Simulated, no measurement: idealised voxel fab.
Process module under the name voxel released beams
Square cells of 5 nm make up the cross-section cut, whose width is 205 nm.
For the purposes of this document, a cross-section shall be understood as a grid of square cells, specified as bands listed in top-to-bottom order, each band consisting of one or more rows of cells. Look at the band entry: it leads with the top's height and the bottom's height in nm. Then it lists the materials left to right, with a width in nm for each. The word "everywhere" on a single material says that material fills the band edge to edge. The word "air" is empty space. Height is counted from the level 0, under which the received wafer is composed throughout of one material. The lowest of the bands is not closed at the bottom but continues downward, in the notation "0 down". The two numbers in a width such as "30..40" mark its ends across the band: the first belongs to the top row of cells, the second to the bottom row, and from each row to the next the width moves by the same amount. "remained the same", as given for a step, is the statement that not any cell of the cross-section underwent a change during that step. The label "Enclosed void catalog" introduces a list of the empty spaces, 8 cells or larger, that have no open way up to the top; each entry in it reads width x height at distance, where the distance is taken from the left edge and all three are stated in nm. On a step's line, text after the settings is the simulator commenting on that step. Among the settings permitted on a step's line is "overlay nm"; applied to a step with a mask, it specifies the extent to which the mask lay to the right of its planned position, whereas a negative figure signifies a position to the left.
Process steps - plan
1 RECEIVE | material Si
2 CONFORMAL_DEP | material SiN | thk nm 5
3 DIRECTIONAL_DEP | material SiO2 | thk nm 15
4 PATTERN | tone open | mask id ANCHOR | material resist | width nm 35 | thk nm 20 | overlay nm 0
5 DIRECTIONAL_ETCH | etch materials SiO2 | depth nm 5
6 STRIP | etch materials resist
7 CONFORMAL_DEP | material TiN | thk nm 15
8 PATTERN | tone cover | mask id BEAM | material resist | width nm 105 | thk nm 15 | overlay nm 0
9 DIRECTIONAL_ETCH | etch materials TiN | depth nm 15
10 STRIP | etch materials resist
11 STRIP | etch materials SiO2
Keep in mind the plan's value for the depth nm of step 5 comes from the first wafer; the wafers don't share that setting, but they do share the same starting point.
First of several wafers, received after step 1, in cross-section
	0 down: Si everywhere
	Enclosed void catalog: none
Module end state after final step 11: cross-section of the first of several wafers
	5 to 0: SiN everywhere
	0 down: Si everywhere
	Enclosed void catalog: none
Cross-sectional view of the final wafer of several at the module's end
	35 to 20: air=45 / TiN=20 / air=5 / TiN=80 / air=55
	20 to 5: air=50 / TiN=35 / air=120
	5 to 0: SiN everywhere
	0 down: Si everywhere
	Enclosed void catalog: none
Gained (+) or lost (-) cells of each material since receipt, then closed voids: one row per wafer, at the end of the module
depth nm 5 | +41 SiN | Enclosed void catalog: none
depth nm 10 | +41 SiN | Enclosed void catalog: none
depth nm 15 | +41 SiN | +81 TiN | Enclosed void catalog: none
depth nm 20 | +41 SiN | +81 TiN | Enclosed void catalog: none
depth nm 25 | +41 SiN | +81 TiN | Enclosed void catalog: none
depth nm 30 | +41 SiN | +81 TiN | Enclosed void catalog: none
